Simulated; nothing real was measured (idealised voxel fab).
This section sets out a process module, namely voxel transistor to metal.
The cross-section on display is named cut; it measures 290 nm wide, and its cells are 5 nm squares.
Heads up, the way a cross-section reads in here is a grid of square cells, handed over as bands from the top down, with every band being one or more rows of cells. Heads up on the band format: heights come first, top then bottom, in nm. After that it's the materials left to right, each with its width in nm. A single material flagged "everywhere" fills the whole band edge to edge, and "blank" means there's empty space there. All heights in this document are referenced to 0, defined as the level beneath which the wafer, as received, consists entirely of one material. The lowest band is not bounded below; it extends indefinitely downward and is written in the form "0 -> down". Note: "30..40" means the width goes from the first number (top row of the band) to the second number (bottom row) in equal steps per row of cells. A step reported as "remained the same" is a step in which no cell of the cross-section changed. In the "Sealed-off cavities" entry, you get each enclosed empty space of 8 cells or more, one with no open way to the top, written width x height at distance, distance from the left edge, in nm. Heads up: the bit after the settings on a step's line is the simulator's remark on that step. What "overlay nm" on a step's line means: if the step has a mask, that mask lay this far to the right of its planned place, or, when the value is negative, to the left.

-- Process steps (planned)
1: RECEIVE | material Si
2: OXIDIZE | depth nm 5
3: CONFORMAL_DEP | material SiN | thk nm 15
4: DIRECTIONAL_DEP | material aC | thk nm 15
5: PATTERN | tone cover | mask id ACTIVE | material resist | width nm 105 | pitch nm 125 | thk nm 30 | overlay nm 0
6: DIRECTIONAL_ETCH | etch materials aC | depth nm 15
7: STRIP | etch materials resist
8: DIRECTIONAL_ETCH | etch materials SiN | depth nm 15
9: DIRECTIONAL_ETCH | etch materials SiO2 | depth nm 5
10: DIRECTIONAL_ETCH | etch materials Si | depth nm 25
11: STRIP | etch materials aC
12: OXIDIZE | depth nm 5
13: FILL_DEP | material SiO2 | thk nm 10
14: CMP | height nm 15
15: SELECTIVE_ETCH | etch materials SiO2 | depth nm 15
16: STRIP | etch materials SiN
17: SELECTIVE_ETCH | etch materials SiO2 | depth nm 5
18: OXIDIZE | depth nm 5
19: DIRECTIONAL_DEP | material polySi | thk nm 20
20: DIRECTIONAL_DEP | material SiCN | thk nm 10
21: MASKED_ETCH | tone cover | mask id GATE | width nm 25 | pitch nm 125 | etch materials SiCN | depth nm 20 | overlay nm 0
22: MASKED_ETCH | tone cover | mask id GATE | width nm 25 | pitch nm 125 | etch materials polySi | depth nm 30 | overlay nm 0
23: CONFORMAL_DEP | material SiO2 | thk nm 5
24: DIRECTIONAL_ETCH | etch materials SiO2 | depth nm 5
25: CONFORMAL_DEP | material SiN | thk nm 10
26: DIRECTIONAL_ETCH | etch materials SiN | depth nm 10
27: DIRECTIONAL_ETCH | etch materials SiO2 | depth nm 5
28: DIRECTIONAL_ETCH | etch materials Si | depth nm 15
29: EPI | material nSi | thk nm 20
30: FILL_DEP | material SiO2 | thk nm 10
31: CMP | height nm 25
32: DIRECTIONAL_DEP | material SiO2 | thk nm 15
33: MASKED_ETCH | tone open | mask id CONTACT | width nm 20 | etch materials SiO2 | depth nm 30 | overlay nm 0
34: CONFORMAL_DEP | material TiN | thk nm 5
35: FILL_DEP | material Ru | thk nm 5
36: CMP | height nm 40
37: CONFORMAL_DEP | material SiCN | thk nm 5
38: DIRECTIONAL_DEP | material SiO2 | thk nm 25
39: DIRECTIONAL_DEP | material aC | thk nm 10
40: PATTERN | tone open | mask id METAL_1 | material resist | width nm 20 | thk nm 30 | overlay nm 0
41: DIRECTIONAL_ETCH | etch materials aC | depth nm 10
42: STRIP | etch materials resist
43: DIRECTIONAL_ETCH | etch materials SiO2 | depth nm 25
44: DIRECTIONAL_ETCH | etch materials SiCN | depth nm 5
45: STRIP | etch materials aC
46: CONFORMAL_DEP | material TiN | thk nm 5
47: FILL_DEP | material Cu | thk nm 10
48: CMP | height nm 70
49: CONFORMAL_DEP | material SiCN | thk nm 5
50: DIRECTIONAL_DEP | material SiO2 | thk nm 25
51: PATTERN | tone open | mask id METAL_2 | material resist | width nm 20 | pitch nm 125 | thk nm 20 | overlay nm 0
52: DIRECTIONAL_ETCH | etch materials SiO2 | depth nm 15
53: STRIP | etch materials resist
54: DIRECTIONAL_DEP | material aC | thk nm 15
55: PATTERN | tone open | mask id METAL_2_HOLES | material resist | width nm 15 | pitch nm 125 | thk nm 30 | overlay nm 0
56: DIRECTIONAL_ETCH | etch materials aC | depth nm 15
57: STRIP | etch materials resist
58: DIRECTIONAL_ETCH | etch materials SiO2 | depth nm 10
59: DIRECTIONAL_ETCH | etch materials SiCN | depth nm 5
60: STRIP | etch materials aC
61: CONFORMAL_DEP | material TiN | thk nm 5
62: FILL_DEP | material Ru | thk nm 10
63: CMP | height nm 100
64: CONFORMAL_DEP | material SiCN | thk nm 5

-- Cross-section of the wafer upon arrival, representing the state reached after step 1
> 0 -> down | Si everywhere
> Sealed-off cavities: none

-- End-of-module cross-section of the first of two wafers, processed as planned
> 105 -> 100 | SiCN everywhere
> 100 -> 90 | 35 of SiO2, then 5 of TiN, then 10 of Ru, then 5 of TiN, then 105 of SiO2, then 5 of TiN, then 10 of Ru, then 5 of TiN, then 110 of SiO2
> 90 -> 85 | 35 of SiO2, then 5 of TiN, then 5 of Ru, then 10 of TiN, then 105 of SiO2, then 5 of TiN, then 5 of Ru, then 10 of TiN, then 110 of SiO2
> 85 -> 75 | 35 of SiO2, then 5 of TiN, then 5 of Ru, then 5 of TiN, then 110 of SiO2, then 5 of TiN, then 5 of Ru, then 5 of TiN, then 115 of SiO2
> 75 -> 70 | 35 of SiCN, then 15 of TiN, then 110 of SiCN, then 15 of TiN, then 115 of SiCN
> 70 -> 45 | 35 of SiO2, then 5 of TiN, then 10 of Cu, then 5 of TiN, then 55 of SiO2, then 5 of TiN, then 10 of Cu, then 5 of TiN, then 30 of SiO2, then 5 of TiN, then 10 of Cu, then 5 of TiN, then 55 of SiO2, then 5 of TiN, then 10 of Cu, then 5 of TiN, then 35 of SiO2
> 45 -> 40 | 35 of SiCN, then 20 of TiN, then 55 of SiCN, then 20 of TiN, then 30 of SiCN, then 20 of TiN, then 55 of SiCN, then 20 of TiN, then 35 of SiCN
> 40 -> 25 | 35 of SiO2, then 5 of TiN, then 10 of Ru, then 5 of TiN, then 55 of SiO2, then 5 of TiN, then 10 of Ru, then 5 of TiN, then 30 of SiO2, then 5 of TiN, then 10 of Ru, then 5 of TiN, then 55 of SiO2, then 5 of TiN, then 10 of Ru, then 5 of TiN, then 35 of SiO2
> 25 -> 15 | 35 of SiO2, then 5 of TiN, then 10 of Ru, then 5 of TiN, then 10 of SiN, then 5 of SiO2, then 25 of SiCN, then 5 of SiO2, then 10 of SiN, then 5 of TiN, then 10 of Ru, then 5 of TiN, then 30 of SiO2, then 5 of TiN, then 10 of Ru, then 5 of TiN, then 10 of SiN, then 5 of SiO2, then 25 of SiCN, then 5 of SiO2, then 10 of SiN, then 5 of TiN, then 10 of Ru, then 5 of TiN, then 35 of SiO2
> 15 -> 10 | 35 of SiO2, then 20 of TiN, then 10 of SiN, then 5 of SiO2, then 25 of polySi, then 5 of SiO2, then 10 of SiN, then 20 of TiN, then 30 of SiO2, then 20 of TiN, then 10 of SiN, then 5 of SiO2, then 25 of polySi, then 5 of SiO2, then 10 of SiN, then 20 of TiN, then 35 of SiO2
> 10 -> -5 | 35 of SiO2, then 20 of nSi, then 10 of SiN, then 5 of SiO2, then 25 of polySi, then 5 of SiO2, then 10 of SiN, then 20 of nSi, then 30 of SiO2, then 20 of nSi, then 10 of SiN, then 5 of SiO2, then 25 of polySi, then 5 of SiO2, then 10 of SiN, then 20 of nSi, then 35 of SiO2
> -5 -> -10 | 30 of SiO2, then 25 of nSi, then 55 of SiO2, then 25 of nSi, then 20 of SiO2, then 25 of nSi, then 55 of SiO2, then 25 of nSi, then 30 of SiO2
> -10 -> -25 | 35 of SiO2, then 20 of nSi, then 55 of Si, then 20 of nSi, then 30 of SiO2, then 20 of nSi, then 55 of Si, then 20 of nSi, then 35 of SiO2
> -25 -> -35 | 35 of SiO2, then 95 of Si, then 30 of SiO2, then 95 of Si, then 35 of SiO2
> -35 -> down | Si everywhere
> Sealed-off cavities: none

-- second wafer at the end: like start, like plan, one mistake
> 105 -> 100 | SiCN everywhere
> 100 -> 90 | 35 of SiO2, then 5 of TiN, then 10 of Ru, then 5 of TiN, then 105 of SiO2, then 5 of TiN, then 10 of Ru, then 5 of TiN, then 110 of SiO2
> 90 -> 85 | 35 of SiO2, then 5 of TiN, then 5 of Ru, then 10 of TiN, then 105 of SiO2, then 5 of TiN, then 5 of Ru, then 10 of TiN, then 110 of SiO2
> 85 -> 75 | 35 of SiO2, then 5 of TiN, then 5 of Ru, then 5 of TiN, then 110 of SiO2, then 5 of TiN, then 5 of Ru, then 5 of TiN, then 115 of SiO2
> 75 -> 70 | 35 of SiCN, then 15 of TiN, then 110 of SiCN, then 15 of TiN, then 115 of SiCN
> 70 -> 45 | 35 of SiO2, then 5 of TiN, then 10 of Cu, then 5 of TiN, then 55 of SiO2, then 5 of TiN, then 10 of Cu, then 5 of TiN, then 30 of SiO2, then 5 of TiN, then 10 of Cu, then 5 of TiN, then 55 of SiO2, then 5 of TiN, then 10 of Cu, then 5 of TiN, then 35 of SiO2
> 45 -> 40 | 35 of SiCN, then 20 of TiN, then 55 of SiCN, then 20 of TiN, then 30 of SiCN, then 20 of TiN, then 55 of SiCN, then 20 of TiN, then 35 of SiCN
> 40 -> 25 | 35 of SiO2, then 5 of TiN, then 10 of Ru, then 5 of TiN, then 55 of SiO2, then 5 of TiN, then 10 of Ru, then 5 of TiN, then 30 of SiO2, then 5 of TiN, then 10 of Ru, then 5 of TiN, then 55 of SiO2, then 5 of TiN, then 10 of Ru, then 5 of TiN, then 35 of SiO2
> 25 -> 15 | 35 of SiO2, then 5 of TiN, then 10 of Ru, then 5 of TiN, then 10 of SiN, then 5 of SiO2, then 25 of SiCN, then 5 of SiO2, then 10 of SiN, then 5 of TiN, then 10 of Ru, then 5 of TiN, then 30 of SiO2, then 5 of TiN, then 10 of Ru, then 5 of TiN, then 10 of SiN, then 5 of SiO2, then 25 of SiCN, then 5 of SiO2, then 10 of SiN, then 5 of TiN, then 10 of Ru, then 5 of TiN, then 35 of SiO2
> 15 -> 10 | 35 of SiO2, then 20 of TiN, then 10 of SiN, then 5 of SiO2, then 25 of polySi, then 5 of SiO2, then 10 of SiN, then 20 of TiN, then 30 of SiO2, then 20 of TiN, then 10 of SiN, then 5 of SiO2, then 25 of polySi, then 5 of SiO2, then 10 of SiN, then 20 of TiN, then 35 of SiO2
> 10 -> -5 | 55 of SiO2, then 10 of SiN, then 5 of SiO2, then 25 of polySi, then 5 of SiO2, then 10 of SiN, then 70 of SiO2, then 10 of SiN, then 5 of SiO2, then 25 of polySi, then 5 of SiO2, then 10 of SiN, then 55 of SiO2
> -5 -> -10 | 15 of SiO2, then 40 of nSi, then 55 of SiO2, then 70 of nSi, then 55 of SiO2, then 40 of nSi, then 15 of SiO2
> -10 -> -35 | 35 of SiO2, then 95 of Si, then 30 of SiO2, then 95 of Si, then 35 of SiO2
> -35 -> down | Si everywhere
> Sealed-off cavities: none
Which mistake was made when the wafer was run? steps 28 and 29 of the plan were each performed in the slot designated for the other
Final tally in cells, some materials are higher or lower on the second wafer than on the first: +48 Si | +38 SiO2 | -86 nSi
